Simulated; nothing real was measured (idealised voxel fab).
Name of the process module below: voxel transistor to metal
270 nm wide, 5 nm square cells: that's cross-section cut.
Cross-section, as written here: a square-cell grid given band by band from the top down, where a band holds one or more rows of cells. It is stipulated that each band's entry specify, in nanometres, the height of the top of the band and then that of its bottom, followed by the materials of the band in left-to-right sequence, each together with its width in nanometres. A single material marked by the word "full width" is understood to fill the band from edge to edge; the word "air" is understood to denote empty space. Counting heights begins at 0, where everything beneath is, in the wafer as received, one material. The lowest band has no bottom; it goes on downwards, as "0 -> down" shows. Width: "30->40" (first number = top row, second number = bottom row, same change from row to row of cells). "stayed the same" means the step left every cell of the cross-section as it was. The entry titled "Enclosed void list" provides the empty spaces that have no open way to the top, restricted to those of 8 cells or more. Each is presented as width x height at distance, the distance being measured from the left edge, with all three in nm. On a step's line, text after the settings is the simulator commenting on that step. The line of a step may include "overlay nm". On a step with a mask, this value is how far to the right of its planned place the mask lay. A negative value means the mask lay to the left. Pairs ahead. Before: cross-section ahead of one process step. After: cross-section once the step is done, shown to the lowest changed band only. Under each pair: that step, with settings. Caution: pairs may come from different runs of this module on the same starting wafer; a pair follows the pair above only where its "Before processing step" entry says so.

Before processing step:
> 40 -> 30 = 10 SiCN  115 air  20 SiCN  115 air  10 SiCN
> 30 -> 25 = 10 polySi  10 air  95 SiCN  10 air  20 polySi  10 air  95 SiCN  10 air  10 polySi
> 25 -> 20 = 10 polySi  115 SiCN  20 polySi  115 SiCN  10 polySi
> 20 -> 15 = 10 polySi  10 SiCN  95 polySi  10 SiCN  20 polySi  10 SiCN  95 polySi  10 SiCN  10 polySi
> 15 -> 10 = polySi full width
> 10 -> 0 = 10 SiO2  115 polySi  20 SiO2  115 polySi  10 SiO2
> 0 -> -5 = 10 SiO2  10 polySi  95 SiO2  10 polySi  20 SiO2  10 polySi  95 SiO2  10 polySi  10 SiO2
> -5 -> -10 = 25 SiO2  85 Si  50 SiO2  85 Si  25 SiO2
> -10 -> -30 = 20 SiO2  95 Si  40 SiO2  95 Si  20 SiO2
> -30 -> down = Si full width
> Enclosed void list: none

Post-Step Snapshot:
> 30 -> 20 = 10 polySi  45 air  25 SiCN  45 air  20 polySi  45 air  25 SiCN  45 air  10 polySi
> 20 -> 15 = 10 polySi  10 air  95 polySi  10 air  20 polySi  10 air  95 polySi  10 air  10 polySi
> Everything under 15 stays put, no change at all.
> Enclosed void list: none
The process step separating the two cross-sections depicted above is as follows: MASKED_ETCH with tone cover, mask id GATE, width nm 25, pitch nm 135, etch materials SiCN, depth nm 20, overlay nm 0

Before processing step: the cross-section after the pair above

Post-Step Snapshot:
> 30 -> 20 = 55 air  25 SiCN  110 air  25 SiCN  55 air
> 20 -> 10 = 55 air  25 polySi  110 air  25 polySi  55 air
> 10 -> 0 = 10 SiO2  45 air  25 polySi  45 air  20 SiO2  45 air  25 polySi  45 air  10 SiO2
> 0 -> -5 = 10 SiO2  10 air  95 SiO2  10 air  20 SiO2  10 air  95 SiO2  10 air  10 SiO2
> Everything under -5 stays put, no change at all.
> Enclosed void list: none
The process step separating the two cross-sections depicted above is as follows: MASKED_ETCH with tone cover, mask id GATE, width nm 25, pitch nm 135, etch materials polySi, depth nm 30, overlay nm 0

Before processing step: the cross-section after the pair above

Post-Step Snapshot:
> 35 -> 30 = 50 air  35 SiN  100 air  35 SiN  50 air
> 30 -> 20 = 50 air  5 SiN  25 SiCN  5 SiN  100 air  5 SiN  25 SiCN  5 SiN  50 air
> 20 -> 15 = 50 air  5 SiN  25 polySi  5 SiN  100 air  5 SiN  25 polySi  5 SiN  50 air
> 15 -> 10 = 15 SiN  35 air  5 SiN  25 polySi  5 SiN  35 air  30 SiN  35 air  5 SiN  25 polySi  5 SiN  35 air  15 SiN
> 10 -> 5 = 10 SiO2  5 SiN  35 air  5 SiN  25 polySi  5 SiN  35 air  5 SiN  20 SiO2  5 SiN  35 air  5 SiN  25 polySi  5 SiN  35 air  5 SiN  10 SiO2
> 5 -> 0 = 10 SiO2  45 SiN  25 polySi  45 SiN  20 SiO2  45 SiN  25 polySi  45 SiN  10 SiO2
> 0 -> -5 = 10 SiO2  10 SiN  95 SiO2  10 SiN  20 SiO2  10 SiN  95 SiO2  10 SiN  10 SiO2
> Everything under -5 stays put, no change at all.
> Enclosed void list: none
The process step separating the two cross-sections depicted above is as follows: CONFORMAL_DEP with material SiN, thk nm 5

Before processing step: the cross-section after the pair above

Post-Step Snapshot:
> 30 -> 20 = 50 air  5 SiN  25 SiCN  5 SiN  100 air  5 SiN  25 SiCN  5 SiN  50 air
> 20 -> 10 = 50 air  5 SiN  25 polySi  5 SiN  100 air  5 SiN  25 polySi  5 SiN  50 air
> 10 -> 0 = 10 SiO2  5 SiN  35 air  5 SiN  25 polySi  5 SiN  35 air  5 SiN  20 SiO2  5 SiN  35 air  5 SiN  25 polySi  5 SiN  35 air  5 SiN  10 SiO2
> Everything under 0 stays put, no change at all.
> Enclosed void list: none
The process step separating the two cross-sections depicted above is as follows: DIRECTIONAL_ETCH with etch materials SiN, depth nm 5

Before processing step: the cross-section after the pair above

Post-Step Snapshot:
> 30 -> 20 = 50 air  5 SiN  25 SiCN  5 SiN  100 air  5 SiN  25 SiCN  5 SiN  50 air
> 20 -> 10 = 50 air  5 SiN  25 polySi  5 SiN  100 air  5 SiN  25 polySi  5 SiN  50 air
> 10 -> 5 = 10 air  5 SiN  35 air  5 SiN  25 polySi  5 SiN  35 air  5 SiN  20 air  5 SiN  35 air  5 SiN  25 polySi  5 SiN  35 air  5 SiN  10 air
> 5 -> 0 = 10 SiO2  5 SiN  35 air  5 SiN  25 polySi  5 SiN  35 air  5 SiN  20 SiO2  5 SiN  35 air  5 SiN  25 polySi  5 SiN  35 air  5 SiN  10 SiO2
> 0 -> -5 = 10 SiO2  10 SiN  30 air  35 SiO2  30 air  10 SiN  20 SiO2  10 SiN  30 air  35 SiO2  30 air  10 SiN  10 SiO2
> Everything under -5 stays put, no change at all.
> Enclosed void list: none
The process step separating the two cross-sections depicted above is as follows: DIRECTIONAL_ETCH with etch materials SiO2, depth nm 5

Before processing step: the cross-section after the pair above

Post-Step Snapshot:
> 30 -> 20 = 50 air  5 SiN  25 SiCN  5 SiN  100 air  5 SiN  25 SiCN  5 SiN  50 air
> 20 -> 10 = 50 air  5 SiN  25 polySi  5 SiN  100 air  5 SiN  25 polySi  5 SiN  50 air
> 10 -> 5 = 10 air  5 SiN  35 air  5 SiN  25 polySi  5 SiN  35 air  5 SiN  20 air  5 SiN  35 air  5 SiN  25 polySi  5 SiN  35 air  5 SiN  10 air
> 5 -> 0 = 10 SiO2  5 SiN  35 air  5 SiN  25 polySi  5 SiN  35 air  5 SiN  20 SiO2  5 SiN  35 air  5 SiN  25 polySi  5 SiN  35 air  5 SiN  10 SiO2
> 0 -> -5 = 10 SiO2  10 SiN  30 air  35 SiO2  30 air  10 SiN  20 SiO2  10 SiN  30 air  35 SiO2  30 air  10 SiN  10 SiO2
> -5 -> -10 = 25 SiO2  25 air  35 Si  25 air  50 SiO2  25 air  35 Si  25 air  25 SiO2
> -10 -> -15 = 20 SiO2  5 Si  25 air  35 Si  25 air  5 Si  40 SiO2  5 Si  25 air  35 Si  25 air  5 Si  20 SiO2
> Everything under -15 stays put, no change at all.
> Enclosed void list: none
The process step separating the two cross-sections depicted above is as follows: DIRECTIONAL_ETCH with etch materials Si, depth nm 10

Before processing step: the cross-section after the pair above

Post-Step Snapshot:
> 30 -> 20 = 50 air  5 SiN  25 SiCN  5 SiN  100 air  5 SiN  25 SiCN  5 SiN  50 air
> 20 -> 10 = 50 air  5 SiN  25 polySi  5 SiN  100 air  5 SiN  25 polySi  5 SiN  50 air
> 10 -> 5 = 10 air  5 SiN  20 air  15 pSi  5 SiN  25 polySi  5 SiN  15 pSi  20 air  5 SiN  20 air  5 SiN  20 air  15 pSi  5 SiN  25 polySi  5 SiN  15 pSi  20 air  5 SiN  10 air
> 5 -> 0 = 10 SiO2  5 SiN  35 pSi  5 SiN  25 polySi  5 SiN  35 pSi  5 SiN  20 SiO2  5 SiN  35 pSi  5 SiN  25 polySi  5 SiN  35 pSi  5 SiN  10 SiO2
> 0 -> -5 = 10 SiO2  10 SiN  30 pSi  35 SiO2  30 pSi  10 SiN  20 SiO2  10 SiN  30 pSi  35 SiO2  30 pSi  10 SiN  10 SiO2
> -5 -> -10 = 25 SiO2  25 pSi  35 Si  25 pSi  50 SiO2  25 pSi  35 Si  25 pSi  25 SiO2
> -10 -> -15 = 20 SiO2  5 Si  25 pSi  35 Si  25 pSi  5 Si  40 SiO2  5 Si  25 pSi  35 Si  25 pSi  5 Si  20 SiO2
> Everything under -15 stays put, no change at all.
> Enclosed void list: none
The process step separating the two cross-sections depicted above is as follows: EPI with material pSi, thk nm 15

Before processing step: the cross-section after the pair above

Post-Step Snapshot:
> 40 -> 30 = SiO2 full width
> 30 -> 20 = 50 SiO2  5 SiN  25 SiCN  5 SiN  100 SiO2  5 SiN  25 SiCN  5 SiN  50 SiO2
> 20 -> 10 = 50 SiO2  5 SiN  25 polySi  5 SiN  100 SiO2  5 SiN  25 polySi  5 SiN  50 SiO2
> 10 -> 5 = 10 SiO2  5 SiN  20 SiO2  15 pSi  5 SiN  25 polySi  5 SiN  15 pSi  20 SiO2  5 SiN  20 SiO2  5 SiN  20 SiO2  15 pSi  5 SiN  25 polySi  5 SiN  15 pSi  20 SiO2  5 SiN  10 SiO2
> Everything under 5 stays put, no change at all.
> Enclosed void list: none
The process step separating the two cross-sections depicted above is as follows: FILL_DEP with material SiO2, thk nm 10

Before processing step: the cross-section after the pair above

Post-Step Snapshot:
> 30 -> 20 = 50 SiO2  5 SiN  25 SiCN  5 SiN  100 SiO2  5 SiN  25 SiCN  5 SiN  50 SiO2
> Everything under 20 stays put, no change at all.
> Enclosed void list: none
The process step separating the two cross-sections depicted above is as follows: CMP with height nm 30

Before processing step: the cross-section after the pair above

Post-Step Snapshot:
> 40 -> 30 = SiO2 full width
> Everything under 30 stays put, no change at all.
> Enclosed void list: none
The process step separating the two cross-sections depicted above is as follows: DIRECTIONAL_DEP with material SiO2, thk nm 10

Before processing step: the cross-section after the pair above

Post-Step Snapshot:
> 60 -> 40 = 25 resist  25 air  35 resist  25 air  50 resist  25 air  35 resist  25 air  25 resist
> Everything under 40 stays put, no change at all.
> Enclosed void list: none
The process step separating the two cross-sections depicted above is as follows: PATTERN with tone open, mask id CONTACT, material resist, width nm 25, thk nm 20, overlay nm 0

Before processing step: the cross-section after the pair above

Post-Step Snapshot:
> 60 -> 40 = 25 resist  25 air  35 resist  25 air  50 resist  25 air  35 resist  25 air  25 resist
> 40 -> 30 = 25 SiO2  25 air  35 SiO2  25 air  50 SiO2  25 air  35 SiO2  25 air  25 SiO2
> 30 -> 20 = 25 SiO2  25 air  5 SiN  25 SiCN  5 SiN  25 air  50 SiO2  25 air  5 SiN  25 SiCN  5 SiN  25 air  25 SiO2
> 20 -> 10 = 25 SiO2  25 air  5 SiN  25 polySi  5 SiN  25 air  50 SiO2  25 air  5 SiN  25 polySi  5 SiN  25 air  25 SiO2
> 10 -> 5 = 10 SiO2  5 SiN  10 SiO2  10 air  15 pSi  5 SiN  25 polySi  5 SiN  15 pSi  10 air  10 SiO2  5 SiN  20 SiO2  5 SiN  10 SiO2  10 air  15 pSi  5 SiN  25 polySi  5 SiN  15 pSi  10 air  10 SiO2  5 SiN  10 SiO2
> Everything under 5 stays put, no change at all.
> Enclosed void list: none
The process step separating the two cross-sections depicted above is as follows: DIRECTIONAL_ETCH with etch materials SiO2, depth nm 40

Before processing step: the cross-section after the pair above

Post-Step Snapshot:
> 40 -> 30 = 25 SiO2  25 air  35 SiO2  25 air  50 SiO2  25 air  35 SiO2  25 air  25 SiO2
> Everything under 30 stays put, no change at all.
> Enclosed void list: none
The process step separating the two cross-sections depicted above is as follows: STRIP with etch materials resist

Before processing step: the cross-section after the pair above

Post-Step Snapshot:
> 45 -> 40 = 30 TiN  15 air  45 TiN  15 air  60 TiN  15 air  45 TiN  15 air  30 TiN
> 40 -> 30 = 25 SiO2  5 TiN  15 air  5 TiN  35 SiO2  5 TiN  15 air  5 TiN  50 SiO2  5 TiN  15 air  5 TiN  35 SiO2  5 TiN  15 air  5 TiN  25 SiO2
> 30 -> 20 = 25 SiO2  5 TiN  15 air  5 TiN  5 SiN  25 SiCN  5 SiN  5 TiN  15 air  5 TiN  50 SiO2  5 TiN  15 air  5 TiN  5 SiN  25 SiCN  5 SiN  5 TiN  15 air  5 TiN  25 SiO2
> 20 -> 15 = 25 SiO2  5 TiN  15 air  5 TiN  5 SiN  25 polySi  5 SiN  5 TiN  15 air  5 TiN  50 SiO2  5 TiN  15 air  5 TiN  5 SiN  25 polySi  5 SiN  5 TiN  15 air  5 TiN  25 SiO2
> 15 -> 10 = 25 SiO2  25 TiN  5 SiN  25 polySi  5 SiN  25 TiN  50 SiO2  25 TiN  5 SiN  25 polySi  5 SiN  25 TiN  25 SiO2
> 10 -> 5 = 10 SiO2  5 SiN  10 SiO2  10 TiN  15 pSi  5 SiN  25 polySi  5 SiN  15 pSi  10 TiN  10 SiO2  5 SiN  20 SiO2  5 SiN  10 SiO2  10 TiN  15 pSi  5 SiN  25 polySi  5 SiN  15 pSi  10 TiN  10 SiO2  5 SiN  10 SiO2
> Everything under 5 stays put, no change at all.
> Enclosed void list: none
The process step separating the two cross-sections depicted above is as follows: CONFORMAL_DEP with material TiN, thk nm 5

Before processing step: the cross-section after the pair above

Post-Step Snapshot:
> 50 -> 45 = Ru full width
> 45 -> 40 = 30 TiN  15 Ru  45 TiN  15 Ru  60 TiN  15 Ru  45 TiN  15 Ru  30 TiN
> 40 -> 30 = 25 SiO2  5 TiN  15 Ru  5 TiN  35 SiO2  5 TiN  15 Ru  5 TiN  50 SiO2  5 TiN  15 Ru  5 TiN  35 SiO2  5 TiN  15 Ru  5 TiN  25 SiO2
> 30 -> 20 = 25 SiO2  5 TiN  15 Ru  5 TiN  5 SiN  25 SiCN  5 SiN  5 TiN  15 Ru  5 TiN  50 SiO2  5 TiN  15 Ru  5 TiN  5 SiN  25 SiCN  5 SiN  5 TiN  15 Ru  5 TiN  25 SiO2
> 20 -> 15 = 25 SiO2  5 TiN  15 Ru  5 TiN  5 SiN  25 polySi  5 SiN  5 TiN  15 Ru  5 TiN  50 SiO2  5 TiN  15 Ru  5 TiN  5 SiN  25 polySi  5 SiN  5 TiN  15 Ru  5 TiN  25 SiO2
> Everything under 15 stays put, no change at all.
> Enclosed void list: none
The process step separating the two cross-sections depicted above is as follows: FILL_DEP with material Ru, thk nm 5

Before processing step: the cross-section after the pair above

Post-Step Snapshot:
> 40 -> 30 = 25 SiO2  5 TiN  15 Ru  5 TiN  35 SiO2  5 TiN  15 Ru  5 TiN  50 SiO2  5 TiN  15 Ru  5 TiN  35 SiO2  5 TiN  15 Ru  5 TiN  25 SiO2
> Everything under 30 stays put, no change at all.
> Enclosed void list: none
The process step separating the two cross-sections depicted above is as follows: CMP with height nm 40

Before processing step: the cross-section after the pair above

Post-Step Snapshot:
> 45 -> 40 = SiN full width
> Everything under 40 stays put, no change at all.
> Enclosed void list: none
The process step separating the two cross-sections depicted above is as follows: CONFORMAL_DEP with material SiN, thk nm 5

Before processing step: the cross-section after the pair above

Post-Step Snapshot:
> 70 -> 45 = lowk full width
> Everything under 45 stays put, no change at all.
> Enclosed void list: none
The process step separating the two cross-sections depicted above is as follows: DIRECTIONAL_DEP with material lowk, thk nm 25

Before processing step: the cross-section after the pair above

Post-Step Snapshot:
> 90 -> 70 = 25 resist  15 air  55 resist  15 air  50 resist  15 air  55 resist  15 air  25 resist
> Everything under 70 stays put, no change at all.
> Enclosed void list: none
The process step separating the two cross-sections depicted above is as follows: PATTERN with tone open, mask id METAL_1, material resist, width nm 15, thk nm 20, overlay nm 0

Before processing step: the cross-section after the pair above

Post-Step Snapshot:
> 90 -> 70 = 25 resist  15 air  55 resist  15 air  50 resist  15 air  55 resist  15 air  25 resist
> 70 -> 45 = 25 lowk  15 air  55 lowk  15 air  50 lowk  15 air  55 lowk  15 air  25 lowk
> Everything under 45 stays put, no change at all.
> Enclosed void list: none
The process step separating the two cross-sections depicted above is as follows: DIRECTIONAL_ETCH with etch materials lowk, depth nm 25

Before processing step: the cross-section after the pair above

Post-Step Snapshot:
> 90 -> 70 = 25 resist  15 air  55 resist  15 air  50 resist  15 air  55 resist  15 air  25 resist
> 70 -> 45 = 25 lowk  15 air  55 lowk  15 air  50 lowk  15 air  55 lowk  15 air  25 lowk
> 45 -> 40 = 25 SiN  15 air  55 SiN  15 air  50 SiN  15 air  55 SiN  15 air  25 SiN
> Everything under 40 stays put, no change at all.
> Enclosed void list: none
The process step separating the two cross-sections depicted above is as follows: DIRECTIONAL_ETCH with etch materials SiN, depth nm 5

Before processing step: the cross-section after the pair above

Post-Step Snapshot:
> 70 -> 45 = 25 lowk  15 air  55 lowk  15 air  50 lowk  15 air  55 lowk  15 air  25 lowk
> Everything under 45 stays put, no change at all.
> Enclosed void list: none
The process step separating the two cross-sections depicted above is as follows: STRIP with etch materials resist

Before processing step: the cross-section after the pair above

Post-Step Snapshot:
> 75 -> 70 = 30 TiN  5 air  65 TiN  5 air  60 TiN  5 air  65 TiN  5 air  30 TiN
> 70 -> 45 = 25 lowk  5 TiN  5 air  5 TiN  55 lowk  5 TiN  5 air  5 TiN  50 lowk  5 TiN  5 air  5 TiN  55 lowk  5 TiN  5 air  5 TiN  25 lowk
> 45 -> 40 = 25 SiN  15 TiN  55 SiN  15 TiN  50 SiN  15 TiN  55 SiN  15 TiN  25 SiN
> Everything under 40 stays put, no change at all.
> Enclosed void list: none
The process step separating the two cross-sections depicted above is as follows: CONFORMAL_DEP with material TiN, thk nm 5

Before processing step: the cross-section after the pair above

Post-Step Snapshot:
> 80 -> 75 = Ru full width
> 75 -> 70 = 30 TiN  5 Ru  65 TiN  5 Ru  60 TiN  5 Ru  65 TiN  5 Ru  30 TiN
> 70 -> 45 = 25 lowk  5 TiN  5 Ru  5 TiN  55 lowk  5 TiN  5 Ru  5 TiN  50 lowk  5 TiN  5 Ru  5 TiN  55 lowk  5 TiN  5 Ru  5 TiN  25 lowk
> Everything under 45 stays put, no change at all.
> Enclosed void list: none
The process step separating the two cross-sections depicted above is as follows: FILL_DEP with material Ru, thk nm 5

Before processing step: the cross-section after the pair above

Post-Step Snapshot:
> 70 -> 45 = 25 lowk  5 TiN  5 Ru  5 TiN  55 lowk  5 TiN  5 Ru  5 TiN  50 lowk  5 TiN  5 Ru  5 TiN  55 lowk  5 TiN  5 Ru  5 TiN  25 lowk
> Everything under 45 stays put, no change at all.
> Enclosed void list: none
The process step separating the two cross-sections depicted above is as follows: CMP with height nm 70

Before processing step: the cross-section after the pair above

Post-Step Snapshot:
> 75 -> 70 = SiCN full width
> Everything under 70 stays put, no change at all.
> Enclosed void list: none
The process step separating the two cross-sections depicted above is as follows: CONFORMAL_DEP with material SiCN, thk nm 5

Before processing step:
> 30 -> 20 = 50 air  5 SiN  25 SiCN  5 SiN  100 air  5 SiN  25 SiCN  5 SiN  50 air
> 20 -> 10 = 50 air  5 SiN  25 polySi  5 SiN  100 air  5 SiN  25 polySi  5 SiN  50 air
> 10 -> 5 = 10 air  5 SiN  20 air  15 pSi  5 SiN  25 polySi  5 SiN  15 pSi  20 air  5 SiN  20 air  5 SiN  20 air  15 pSi  5 SiN  25 polySi  5 SiN  15 pSi  20 air  5 SiN  10 air
> 5 -> 0 = 10 SiO2  5 SiN  20 air  15 pSi  5 SiN  25 polySi  5 SiN  15 pSi  20 air  5 SiN  20 SiO2  5 SiN  20 air  15 pSi  5 SiN  25 polySi  5 SiN  15 pSi  20 air  5 SiN  10 SiO2
> 0 -> -5 = 15 SiO2  35 pSi  35 SiO2  35 pSi  30 SiO2  35 pSi  35 SiO2  35 pSi  15 SiO2
> -5 -> -15 = 20 SiO2  30 pSi  35 Si  30 pSi  40 SiO2  30 pSi  35 Si  30 pSi  20 SiO2
> -15 -> -30 = 20 SiO2  95 Si  40 SiO2  95 Si  20 SiO2
> -30 -> down = Si full width
> Enclosed void list: none

Post-Step Snapshot:
> 30 -> 25 = 50 air  5 SiN  25 SiCN  5 SiN  100 air  5 SiN  25 SiCN  5 SiN  50 air
> 25 -> 20 = 20 air  30 pSi  5 SiN  25 SiCN  5 SiN  30 pSi  40 air  30 pSi  5 SiN  25 SiCN  5 SiN  30 pSi  20 air
> 20 -> 10 = 20->10 air  30->40 pSi  5 SiN  25 polySi  5 SiN  30->40 pSi  40->20 air  30->40 pSi  5 SiN  25 polySi  5 SiN  30->40 pSi  20->10 air
> 10 -> 5 = 10 air  5 SiN  35 pSi  5 SiN  25 polySi  5 SiN  35 pSi  5 SiN  20 air  5 SiN  35 pSi  5 SiN  25 polySi  5 SiN  35 pSi  5 SiN  10 air
> 5 -> 0 = 10 SiO2  5 SiN  35 pSi  5 SiN  25 polySi  5 SiN  35 pSi  5 SiN  20 SiO2  5 SiN  35 pSi  5 SiN  25 polySi  5 SiN  35 pSi  5 SiN  10 SiO2
> Everything under 0 stays put, no change at all.
> Enclosed void list: none
The process step separating the two cross-sections depicted above is as follows: EPI with material pSi, thk nm 15

Before processing step: the cross-section after the pair above

Post-Step Snapshot:
> 40 -> 30 = SiO2 full width
> 30 -> 25 = 50 SiO2  5 SiN  25 SiCN  5 SiN  100 SiO2  5 SiN  25 SiCN  5 SiN  50 SiO2
> 25 -> 20 = 20 SiO2  30 pSi  5 SiN  25 SiCN  5 SiN  30 pSi  40 SiO2  30 pSi  5 SiN  25 SiCN  5 SiN  30 pSi  20 SiO2
> 20 -> 10 = 20->10 SiO2  30->40 pSi  5 SiN  25 polySi  5 SiN  30->40 pSi  40->20 SiO2  30->40 pSi  5 SiN  25 polySi  5 SiN  30->40 pSi  20->10 SiO2
> 10 -> 0 = 10 SiO2  5 SiN  35 pSi  5 SiN  25 polySi  5 SiN  35 pSi  5 SiN  20 SiO2  5 SiN  35 pSi  5 SiN  25 polySi  5 SiN  35 pSi  5 SiN  10 SiO2
> Everything under 0 stays put, no change at all.
> Enclosed void list: none
The process step separating the two cross-sections depicted above is as follows: FILL_DEP with material SiO2, thk nm 10

Before processing step: the cross-section after the pair above

Post-Step Snapshot:
> 30 -> 25 = 50 SiO2  5 SiN  25 SiCN  5 SiN  100 SiO2  5 SiN  25 SiCN  5 SiN  50 SiO2
> Everything under 25 stays put, no change at all.
> Enclosed void list: none
The process step separating the two cross-sections depicted above is as follows: CMP with height nm 30

Before processing step: the cross-section after the pair above

Post-Step Snapshot:
> 40 -> 30 = SiO2 full width
> Everything under 30 stays put, no change at all.
> Enclosed void list: none
The process step separating the two cross-sections depicted above is as follows: DIRECTIONAL_DEP with material SiO2, thk nm 10

Before processing step: the cross-section after the pair above

Post-Step Snapshot:
> 60 -> 40 = 25 resist  25 air  35 resist  25 air  50 resist  25 air  35 resist  25 air  25 resist
> Everything under 40 stays put, no change at all.
> Enclosed void list: none
The process step separating the two cross-sections depicted above is as follows: PATTERN with tone open, mask id CONTACT, material resist, width nm 25, thk nm 20, overlay nm 0

Before processing step: the cross-section after the pair above

Post-Step Snapshot:
> 60 -> 40 = 25 resist  25 air  35 resist  25 air  50 resist  25 air  35 resist  25 air  25 resist
> 40 -> 30 = 25 SiO2  25 air  35 SiO2  25 air  50 SiO2  25 air  35 SiO2  25 air  25 SiO2
> 30 -> 25 = 25 SiO2  25 air  5 SiN  25 SiCN  5 SiN  25 air  50 SiO2  25 air  5 SiN  25 SiCN  5 SiN  25 air  25 SiO2
> Everything under 25 stays put, no change at all.
> Enclosed void list: none
The process step separating the two cross-sections depicted above is as follows: DIRECTIONAL_ETCH with etch materials SiO2, depth nm 40

Before processing step: the cross-section after the pair above

Post-Step Snapshot:
> 40 -> 30 = 25 SiO2  25 air  35 SiO2  25 air  50 SiO2  25 air  35 SiO2  25 air  25 SiO2
> Everything under 30 stays put, no change at all.
> Enclosed void list: none
The process step separating the two cross-sections depicted above is as follows: STRIP with etch materials resist

Before processing step: the cross-section after the pair above

Post-Step Snapshot:
> 45 -> 40 = 30 TiN  15 air  45 TiN  15 air  60 TiN  15 air  45 TiN  15 air  30 TiN
> 40 -> 30 = 25 SiO2  5 TiN  15 air  5 TiN  35 SiO2  5 TiN  15 air  5 TiN  50 SiO2  5 TiN  15 air  5 TiN  35 SiO2  5 TiN  15 air  5 TiN  25 SiO2
> 30 -> 25 = 25 SiO2  25 TiN  5 SiN  25 SiCN  5 SiN  25 TiN  50 SiO2  25 TiN  5 SiN  25 SiCN  5 SiN  25 TiN  25 SiO2
> Everything under 25 stays put, no change at all.
> Enclosed void list: none
The process step separating the two cross-sections depicted above is as follows: CONFORMAL_DEP with material TiN, thk nm 5

Before processing step: the cross-section after the pair above

Post-Step Snapshot:
> 50 -> 45 = Ru full width
> 45 -> 40 = 30 TiN  15 Ru  45 TiN  15 Ru  60 TiN  15 Ru  45 TiN  15 Ru  30 TiN
> 40 -> 30 = 25 SiO2  5 TiN  15 Ru  5 TiN  35 SiO2  5 TiN  15 Ru  5 TiN  50 SiO2  5 TiN  15 Ru  5 TiN  35 SiO2  5 TiN  15 Ru  5 TiN  25 SiO2
> Everything under 30 stays put, no change at all.
> Enclosed void list: none
The process step separating the two cross-sections depicted above is as follows: FILL_DEP with material Ru, thk nm 5

Before processing step: the cross-section after the pair above

Post-Step Snapshot:
> 40 -> 30 = 25 SiO2  5 TiN  15 Ru  5 TiN  35 SiO2  5 TiN  15 Ru  5 TiN  50 SiO2  5 TiN  15 Ru  5 TiN  35 SiO2  5 TiN  15 Ru  5 TiN  25 SiO2
> Everything under 30 stays put, no change at all.
> Enclosed void list: none
The process step separating the two cross-sections depicted above is as follows: CMP with height nm 40

Before processing step: the cross-section after the pair above

Post-Step Snapshot:
> 45 -> 40 = SiN full width
> Everything under 40 stays put, no change at all.
> Enclosed void list: none
The process step separating the two cross-sections depicted above is as follows: CONFORMAL_DEP with material SiN, thk nm 5

Before processing step: the cross-section after the pair above

Post-Step Snapshot:
> 70 -> 45 = lowk full width
> Everything under 45 stays put, no change at all.
> Enclosed void list: none
The process step separating the two cross-sections depicted above is as follows: DIRECTIONAL_DEP with material lowk, thk nm 25

Before processing step: the cross-section after the pair above

Post-Step Snapshot:
> 90 -> 70 = 25 resist  15 air  55 resist  15 air  50 resist  15 air  55 resist  15 air  25 resist
> Everything under 70 stays put, no change at all.
> Enclosed void list: none
The process step separating the two cross-sections depicted above is as follows: PATTERN with tone open, mask id METAL_1, material resist, width nm 15, thk nm 20, overlay nm 0

Before processing step: the cross-section after the pair above

Post-Step Snapshot:
> 90 -> 70 = 25 resist  15 air  55 resist  15 air  50 resist  15 air  55 resist  15 air  25 resist
> 70 -> 45 = 25 lowk  15 air  55 lowk  15 air  50 lowk  15 air  55 lowk  15 air  25 lowk
> Everything under 45 stays put, no change at all.
> Enclosed void list: none
The process step separating the two cross-sections depicted above is as follows: DIRECTIONAL_ETCH with etch materials lowk, depth nm 25

Before processing step: the cross-section after the pair above

Post-Step Snapshot:
> 90 -> 70 = 25 resist  15 air  55 resist  15 air  50 resist  15 air  55 resist  15 air  25 resist
> 70 -> 45 = 25 lowk  15 air  55 lowk  15 air  50 lowk  15 air  55 lowk  15 air  25 lowk
> 45 -> 40 = 25 SiN  15 air  55 SiN  15 air  50 SiN  15 air  55 SiN  15 air  25 SiN
> Everything under 40 stays put, no change at all.
> Enclosed void list: none
The process step separating the two cross-sections depicted above is as follows: DIRECTIONAL_ETCH with etch materials SiN, depth nm 5

Before processing step: the cross-section after the pair above

Post-Step Snapshot:
> 70 -> 45 = 25 lowk  15 air  55 lowk  15 air  50 lowk  15 air  55 lowk  15 air  25 lowk
> Everything under 45 stays put, no change at all.
> Enclosed void list: none
The process step separating the two cross-sections depicted above is as follows: STRIP with etch materials resist

Before processing step: the cross-section after the pair above

Post-Step Snapshot:
> 75 -> 70 = 30 TiN  5 air  65 TiN  5 air  60 TiN  5 air  65 TiN  5 air  30 TiN
> 70 -> 45 = 25 lowk  5 TiN  5 air  5 TiN  55 lowk  5 TiN  5 air  5 TiN  50 lowk  5 TiN  5 air  5 TiN  55 lowk  5 TiN  5 air  5 TiN  25 lowk
> 45 -> 40 = 25 SiN  15 TiN  55 SiN  15 TiN  50 SiN  15 TiN  55 SiN  15 TiN  25 SiN
> Everything under 40 stays put, no change at all.
> Enclosed void list: none
The process step separating the two cross-sections depicted above is as follows: CONFORMAL_DEP with material TiN, thk nm 5

Before processing step: the cross-section after the pair above

Post-Step Snapshot:
> 80 -> 75 = Ru full width
> 75 -> 70 = 30 TiN  5 Ru  65 TiN  5 Ru  60 TiN  5 Ru  65 TiN  5 Ru  30 TiN
> 70 -> 45 = 25 lowk  5 TiN  5 Ru  5 TiN  55 lowk  5 TiN  5 Ru  5 TiN  50 lowk  5 TiN  5 Ru  5 TiN  55 lowk  5 TiN  5 Ru  5 TiN  25 lowk
> Everything under 45 stays put, no change at all.
> Enclosed void list: none
The process step separating the two cross-sections depicted above is as follows: FILL_DEP with material Ru, thk nm 5

Before processing step: the cross-section after the pair above

Post-Step Snapshot:
> 70 -> 45 = 25 lowk  5 TiN  5 Ru  5 TiN  55 lowk  5 TiN  5 Ru  5 TiN  50 lowk  5 TiN  5 Ru  5 TiN  55 lowk  5 TiN  5 Ru  5 TiN  25 lowk
> Everything under 45 stays put, no change at all.
> Enclosed void list: none
The process step separating the two cross-sections depicted above is as follows: CMP with height nm 70

Before processing step: the cross-section after the pair above

Post-Step Snapshot:
> 75 -> 70 = SiCN full width
> Everything under 70 stays put, no change at all.
> Enclosed void list: none
The process step separating the two cross-sections depicted above is as follows: CONFORMAL_DEP with material SiCN, thk nm 5
